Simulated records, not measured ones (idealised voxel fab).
Process module, titled voxel capacitor over wiring
For reference, the cross-section in this document is cut, with width 155 nm and square cells of 5 nm.
Notation: cross-section as square-cell grid; stated in bands, top first, going down; one or more cell rows per band. Quick guide to a band line: top height, bottom height (nm) up front; then every material left to right with its width in nm. Only one material and it's marked "throughout"? Then it fills the band edge to edge. And "empty" just means empty space. Beneath 0, the wafer as received is one material, and that level is where height counting begins. The lowest band goes on downward without a bottom; it is written like "0 nm and below". So if you see something like "30 to 40" for the width, read it as the top row of the band sitting at the first number and the bottom row at the second, with every row in between moving by the same amount as the last. What does "remained the same" mean for a step? It means no cell of the cross-section changed in that step. In the "Enclosed void inventory" entry, you get each enclosed empty space of 8 cells or more, one with no open way to the top, written width x height at distance, distance from the left edge, in nm. Note: text after step settings on the step line = simulator remark on that step. overlay nm, on a step with a mask: how far to the right of its planned place the mask lay; to the left if negative.
The steps planned for the process are as follows
1: op RECEIVE | material Si
2: op CONFORMAL_DEP | material SiO2 | thk nm 10
3: op DIRECTIONAL_DEP | material TiN | thk nm 5
4: op DIRECTIONAL_DEP | material Ru | thk nm 20
5: op DIRECTIONAL_DEP | material aC | thk nm 10
6: op PATTERN | tone cover | mask id METAL_1 | material resist | width nm 25 | pitch nm 95 | thk nm 30 | overlay nm 0
7: op DIRECTIONAL_ETCH | etch materials aC | depth nm 10
8: op STRIP | etch materials resist
9: op DIRECTIONAL_ETCH | etch materials Ru | depth nm 20
10: op DIRECTIONAL_ETCH | etch materials TiN | depth nm 5
11: op STRIP | etch materials aC
12: op CONFORMAL_DEP | material SiN | thk nm 5
13: op FILL_DEP | material lowk | thk nm 5
14: op CMP | height nm 35
15: op CONFORMAL_DEP | material SiCN | thk nm 5
16: op DIRECTIONAL_DEP | material lowk | thk nm 15
17: op PATTERN | tone open | mask id PLUG_1 | material resist | width nm 15 | thk nm 15 | overlay nm 0
18: op DIRECTIONAL_ETCH | etch materials lowk | depth nm 15
19: op DIRECTIONAL_ETCH | etch materials SiCN | depth nm 5
20: op STRIP | etch materials resist
21: op EPI | material Ru | thk nm 10
22: op EPI | material Ru | thk nm 10
23: op DIRECTIONAL_DEP | material TiN | thk nm 5
24: op DIRECTIONAL_DEP | material Al2O3 | thk nm 5
25: op DIRECTIONAL_DEP | material TiN | thk nm 10
26: op PATTERN | tone cover | mask id UPPER_PLATE | material resist | width nm 75 | thk nm 20 | overlay nm 0
27: op DIRECTIONAL_ETCH | etch materials TiN | depth nm 10
28: op DIRECTIONAL_ETCH | etch materials Al2O3 | depth nm 5
29: op STRIP | etch materials resist
30: op PATTERN | tone cover | mask id LOWER_PLATE | material resist | width nm 85 | thk nm 20 | overlay nm 0
31: op DIRECTIONAL_ETCH | etch materials TiN | depth nm 5
32: op STRIP | etch materials resist
33: op FILL_DEP | material SiO2 | thk nm 15
34: op CMP | height nm 85
35: op DIRECTIONAL_DEP | material aC | thk nm 10
36: op PATTERN | tone open | mask id PLUG_2 | material resist | width nm 15 | thk nm 25 | overlay nm 0
37: op DIRECTIONAL_ETCH | etch materials aC | depth nm 10
38: op STRIP | etch materials resist
39: op DIRECTIONAL_ETCH | etch materials SiO2 | depth nm 10
40: op STRIP | etch materials aC
41: op CONFORMAL_DEP | material TiN | thk nm 5
42: op FILL_DEP | material Ru | thk nm 10
43: op CMP | height nm 85
44: op CONFORMAL_DEP | material SiCN | thk nm 5
On the first of the two wafers: run conducted according to plan
So this is the incoming wafer in cross-section - it's already been through step 1
> 0 nm and below: Si throughout
> Enclosed void inventory: none
Sectional view: wafer, after step 2
> 10 nm to 0 nm: SiO2 throughout
> Lower than 0, everything is as it was.
Sectional view: wafer, after step 3
> 15 nm to 10 nm: TiN throughout
> Lower than 10, everything is as it was.
Sectional view: wafer, after step 4
> 35 nm to 15 nm: Ru throughout
> Lower than 15, everything is as it was.
Sectional view: wafer, after step 5
> 45 nm to 35 nm: aC throughout
> Lower than 35, everything is as it was.
Sectional view: wafer, after step 6
> 75 nm to 45 nm: empty 15  resist 25  empty 70  resist 25  empty 20
> Lower than 45, everything is as it was.
Sectional view: wafer, after step 7
> 65 nm to 45 nm: empty 15  resist 25  empty 70  resist 25  empty 20
> 45 nm to 35 nm: empty 15  aC 25  empty 70  aC 25  empty 20
> Lower than 35, everything is as it was.
Sectional view: wafer, after step 8
> 45 nm to 35 nm: empty 15  aC 25  empty 70  aC 25  empty 20
> Lower than 35, everything is as it was.
Sectional view: wafer, after step 9
> 45 nm to 35 nm: empty 15  aC 25  empty 70  aC 25  empty 20
> 35 nm to 15 nm: empty 15  Ru 25  empty 70  Ru 25  empty 20
> Lower than 15, everything is as it was.
Sectional view: wafer, after step 10
> 45 nm to 35 nm: empty 15  aC 25  empty 70  aC 25  empty 20
> 35 nm to 15 nm: empty 15  Ru 25  empty 70  Ru 25  empty 20
> 15 nm to 10 nm: empty 15  TiN 25  empty 70  TiN 25  empty 20
> Lower than 10, everything is as it was.
Sectional view: wafer, after step 11
> 35 nm to 15 nm: empty 15  Ru 25  empty 70  Ru 25  empty 20
> Lower than 15, everything is as it was.
Sectional view: wafer, after step 12
> 40 nm to 35 nm: empty 10  SiN 35  empty 60  SiN 35  empty 15
> 35 nm to 15 nm: empty 10  SiN 5  Ru 25  SiN 5  empty 60  SiN 5  Ru 25  SiN 5  empty 15
> 15 nm to 10 nm: SiN 15  TiN 25  SiN 70  TiN 25  SiN 20
> Lower than 10, everything is as it was.
Sectional view: wafer, after step 13
> 45 nm to 40 nm: lowk throughout
> 40 nm to 35 nm: lowk 10  SiN 35  lowk 60  SiN 35  lowk 15
> 35 nm to 15 nm: lowk 10  SiN 5  Ru 25  SiN 5  lowk 60  SiN 5  Ru 25  SiN 5  lowk 15
> Lower than 15, everything is as it was.
Sectional view: wafer, after step 14
> 35 nm to 15 nm: lowk 10  SiN 5  Ru 25  SiN 5  lowk 60  SiN 5  Ru 25  SiN 5  lowk 15
> Lower than 15, everything is as it was.
Sectional view: wafer, after step 15
> 40 nm to 35 nm: SiCN throughout
> Lower than 35, everything is as it was.
Sectional view: wafer, after step 16
> 55 nm to 40 nm: lowk throughout
> Lower than 40, everything is as it was.
Sectional view: wafer, after step 17
> 70 nm to 55 nm: resist 25  empty 15  resist 115
> Lower than 55, everything is as it was.
Sectional view: wafer, after step 18
> 70 nm to 55 nm: resist 25  empty 15  resist 115
> 55 nm to 40 nm: lowk 25  empty 15  lowk 115
> Lower than 40, everything is as it was.
Sectional view: wafer, after step 19
> 70 nm to 55 nm: resist 25  empty 15  resist 115
> 55 nm to 40 nm: lowk 25  empty 15  lowk 115
> 40 nm to 35 nm: SiCN 25  empty 15  SiCN 115
> Lower than 35, everything is as it was.
Sectional view: wafer, after step 20
> 55 nm to 40 nm: lowk 25  empty 15  lowk 115
> Lower than 40, everything is as it was.
Sectional view: wafer, after step 21
> 55 nm to 45 nm: lowk 25  empty 15  lowk 115
> 45 nm to 40 nm: lowk 25  Ru 15  lowk 115
> 40 nm to 35 nm: SiCN 25  Ru 15  SiCN 115
> Lower than 35, everything is as it was.
Sectional view: wafer, after step 22
> 55 nm to 40 nm: lowk 25  Ru 15  lowk 115
> Lower than 40, everything is as it was.
Sectional view: wafer, after step 23
> 60 nm to 55 nm: TiN throughout
> Lower than 55, everything is as it was.
Sectional view: wafer, after step 24
> 65 nm to 60 nm: Al2O3 throughout
> Lower than 60, everything is as it was.
Sectional view: wafer, after step 25
> 75 nm to 65 nm: TiN throughout
> Lower than 65, everything is as it was.
Sectional view: wafer, after step 26
> 95 nm to 75 nm: empty 25  resist 75  empty 55
> Lower than 75, everything is as it was.
Sectional view: wafer, after step 27
> 95 nm to 75 nm: empty 25  resist 75  empty 55
> 75 nm to 65 nm: empty 25  TiN 75  empty 55
> Lower than 65, everything is as it was.
Sectional view: wafer, after step 28
> 95 nm to 75 nm: empty 25  resist 75  empty 55
> 75 nm to 65 nm: empty 25  TiN 75  empty 55
> 65 nm to 60 nm: empty 25  Al2O3 75  empty 55
> Lower than 60, everything is as it was.
Sectional view: wafer, after step 29
> 75 nm to 65 nm: empty 25  TiN 75  empty 55
> Lower than 65, everything is as it was.
Sectional view: wafer, after step 30
> 95 nm to 75 nm: empty 20  resist 85  empty 50
> 75 nm to 65 nm: empty 20  resist 5  TiN 75  resist 5  empty 50
> 65 nm to 60 nm: empty 20  resist 5  Al2O3 75  resist 5  empty 50
> Lower than 60, everything is as it was.
Sectional view: wafer, after step 31
> 95 nm to 75 nm: empty 20  resist 85  empty 50
> 75 nm to 65 nm: empty 20  resist 5  TiN 75  resist 5  empty 50
> 65 nm to 60 nm: empty 20  resist 5  Al2O3 75  resist 5  empty 50
> 60 nm to 55 nm: empty 20  TiN 85  empty 50
> Lower than 55, everything is as it was.
Sectional view: wafer, after step 32
> 75 nm to 65 nm: empty 25  TiN 75  empty 55
> 65 nm to 60 nm: empty 25  Al2O3 75  empty 55
> Lower than 60, everything is as it was.
Sectional view: wafer, after step 33
> 90 nm to 75 nm: SiO2 throughout
> 75 nm to 65 nm: SiO2 25  TiN 75  SiO2 55
> 65 nm to 60 nm: SiO2 25  Al2O3 75  SiO2 55
> 60 nm to 55 nm: SiO2 20  TiN 85  SiO2 50
> Lower than 55, everything is as it was.
Sectional view: wafer, after step 34
> 85 nm to 75 nm: SiO2 throughout
> Lower than 75, everything is as it was.
Sectional view: wafer, after step 35
> 95 nm to 85 nm: aC throughout
> Lower than 85, everything is as it was.
Sectional view: wafer, after step 36
> 120 nm to 95 nm: resist 35  empty 15  resist 105
> Lower than 95, everything is as it was.
Sectional view: wafer, after step 37
> 110 nm to 95 nm: resist 35  empty 15  resist 105
> 95 nm to 85 nm: aC 35  empty 15  aC 105
> Lower than 85, everything is as it was.
Sectional view: wafer, after step 38
> 95 nm to 85 nm: aC 35  empty 15  aC 105
> Lower than 85, everything is as it was.
Sectional view: wafer, after step 39
> 95 nm to 85 nm: aC 35  empty 15  aC 105
> 85 nm to 75 nm: SiO2 35  empty 15  SiO2 105
> Lower than 75, everything is as it was.
Sectional view: wafer, after step 40
> 85 nm to 75 nm: SiO2 35  empty 15  SiO2 105
> Lower than 75, everything is as it was.
Sectional view: wafer, after step 41
> 90 nm to 85 nm: TiN 40  empty 5  TiN 110
> 85 nm to 80 nm: SiO2 35  TiN 5  empty 5  TiN 5  SiO2 105
> 80 nm to 75 nm: SiO2 35  TiN 15  SiO2 105
> Lower than 75, everything is as it was.
Sectional view: wafer, after step 42
> 100 nm to 90 nm: Ru throughout
> 90 nm to 85 nm: TiN 40  Ru 5  TiN 110
> 85 nm to 80 nm: SiO2 35  TiN 5  Ru 5  TiN 5  SiO2 105
> Lower than 80, everything is as it was.
Sectional view: wafer, after step 43
> 85 nm to 80 nm: SiO2 35  TiN 5  Ru 5  TiN 5  SiO2 105
> Lower than 80, everything is as it was.
Sectional view: wafer, after step 44
> 90 nm to 85 nm: SiCN throughout
> Lower than 85, everything is as it was.
Wafer two of two - same starting point, same process plan, one mistake in execution; matches wafer one up to and including step 15
Second wafer, cut view, end of step 16 per plan
> 70 nm to 40 nm: lowk throughout
> Lower than 40, everything is as it was.
Second wafer, cut view, end of step 17 per plan
> 85 nm to 70 nm: resist 25  empty 15  resist 115
> Lower than 70, everything is as it was.
Second wafer, cut view, end of step 18 per plan
> 85 nm to 70 nm: resist 25  empty 15  resist 115
> 70 nm to 55 nm: lowk 25  empty 15  lowk 115
> Lower than 55, everything is as it was.
Second wafer, cut view, end of step 19 per plan: remained the same
Second wafer, cut view, end of step 20 per plan
> 70 nm to 55 nm: lowk 25  empty 15  lowk 115
> Lower than 55, everything is as it was.
Second wafer, cut view, end of step 21 per plan: remained the same
Second wafer, cut view, end of step 22 per plan: remained the same
Second wafer, cut view, end of step 23 per plan
> 75 nm to 70 nm: TiN 25  empty 15  TiN 115
> 70 nm to 60 nm: lowk 25  empty 15  lowk 115
> 60 nm to 55 nm: lowk 25  TiN 15  lowk 115
> Lower than 55, everything is as it was.
Second wafer, cut view, end of step 24 per plan
> 80 nm to 75 nm: Al2O3 25  empty 15  Al2O3 115
> 75 nm to 70 nm: TiN 25  empty 15  TiN 115
> 70 nm to 65 nm: lowk 25  empty 15  lowk 115
> 65 nm to 60 nm: lowk 25  Al2O3 15  lowk 115
> Lower than 60, everything is as it was.
Second wafer, cut view, end of step 25 per plan
> 90 nm to 80 nm: TiN 25  empty 15  TiN 115
> 80 nm to 75 nm: Al2O3 25  empty 15  Al2O3 115
> 75 nm to 70 nm: TiN throughout
> 70 nm to 65 nm: lowk 25  TiN 15  lowk 115
> Lower than 65, everything is as it was.
Second wafer, cut view, end of step 26 per plan
> 110 nm to 90 nm: empty 25  resist 75  empty 55
> 90 nm to 80 nm: TiN 25  resist 15  TiN 115
> 80 nm to 75 nm: Al2O3 25  resist 15  Al2O3 115
> Lower than 75, everything is as it was.
Second wafer, cut view, end of step 27 per plan
> 110 nm to 90 nm: empty 25  resist 75  empty 55
> 90 nm to 80 nm: empty 25  resist 15  TiN 60  empty 55
> Lower than 80, everything is as it was.
Second wafer, cut view, end of step 28 per plan
> 110 nm to 90 nm: empty 25  resist 75  empty 55
> 90 nm to 80 nm: empty 25  resist 15  TiN 60  empty 55
> 80 nm to 75 nm: empty 25  resist 15  Al2O3 60  empty 55
> Lower than 75, everything is as it was.
Second wafer, cut view, end of step 29 per plan
> 90 nm to 80 nm: empty 40  TiN 60  empty 55
> 80 nm to 75 nm: empty 40  Al2O3 60  empty 55
> Lower than 75, everything is as it was.
Second wafer, cut view, end of step 30 per plan
> 110 nm to 90 nm: empty 20  resist 85  empty 50
> 90 nm to 80 nm: empty 20  resist 20  TiN 60  resist 5  empty 50
> 80 nm to 75 nm: empty 20  resist 20  Al2O3 60  resist 5  empty 50
> Lower than 75, everything is as it was.
Second wafer, cut view, end of step 31 per plan
> 110 nm to 90 nm: empty 20  resist 85  empty 50
> 90 nm to 80 nm: empty 20  resist 20  TiN 60  resist 5  empty 50
> 80 nm to 75 nm: empty 20  resist 20  Al2O3 60  resist 5  empty 50
> 75 nm to 70 nm: empty 20  TiN 85  empty 50
> Lower than 70, everything is as it was.
Second wafer, cut view, end of step 32 per plan
> 90 nm to 80 nm: empty 40  TiN 60  empty 55
> 80 nm to 75 nm: empty 40  Al2O3 60  empty 55
> Lower than 75, everything is as it was.
Second wafer, cut view, end of step 33 per plan
> 105 nm to 90 nm: SiO2 throughout
> 90 nm to 80 nm: SiO2 40  TiN 60  SiO2 55
> 80 nm to 75 nm: SiO2 40  Al2O3 60  SiO2 55
> 75 nm to 70 nm: SiO2 20  TiN 85  SiO2 50
> Lower than 70, everything is as it was.
Second wafer, cut view, end of step 34 per plan
> 85 nm to 80 nm: SiO2 40  TiN 60  SiO2 55
> Lower than 80, everything is as it was.
Second wafer, cut view, end of step 35 per plan
> 95 nm to 85 nm: aC throughout
> Lower than 85, everything is as it was.
Second wafer, cut view, end of step 36 per plan
> 120 nm to 95 nm: resist 35  empty 15  resist 105
> Lower than 95, everything is as it was.
Second wafer, cut view, end of step 37 per plan
> 110 nm to 95 nm: resist 35  empty 15  resist 105
> 95 nm to 85 nm: aC 35  empty 15  aC 105
> Lower than 85, everything is as it was.
Second wafer, cut view, end of step 38 per plan
> 95 nm to 85 nm: aC 35  empty 15  aC 105
> Lower than 85, everything is as it was.
Second wafer, cut view, end of step 39 per plan
> 95 nm to 85 nm: aC 35  empty 15  aC 105
> 85 nm to 80 nm: SiO2 35  empty 5  TiN 60  SiO2 55
> 80 nm to 75 nm: SiO2 35  empty 5  Al2O3 60  SiO2 55
> Lower than 75, everything is as it was.
Second wafer, cut view, end of step 40 per plan
> 85 nm to 80 nm: SiO2 35  empty 5  TiN 60  SiO2 55
> Lower than 80, everything is as it was.
Second wafer, cut view, end of step 41 per plan
> 90 nm to 85 nm: TiN throughout
> 85 nm to 80 nm: SiO2 35  TiN 65  SiO2 55
> 80 nm to 75 nm: SiO2 35  TiN 5  Al2O3 60  SiO2 55
> Lower than 75, everything is as it was.
Second wafer, cut view, end of step 42 per plan
> 100 nm to 90 nm: Ru throughout
> Lower than 90, everything is as it was.
Second wafer, cut view, end of step 43 per plan
> 85 nm to 80 nm: SiO2 35  TiN 65  SiO2 55
> Lower than 80, everything is as it was.
Second wafer, cut view, end of step 44 per plan
> 90 nm to 85 nm: SiCN throughout
> Lower than 85, everything is as it was.
Against the plan, the run slipped here: step 16 of the plan was performed twice
End check, counted in cells, second wafer has more or fewer of these materials than the first: Ru: 13 fewer; SiCN: 3 more; SiO2: 68 fewer; TiN: 15 fewer; lowk: 93 more
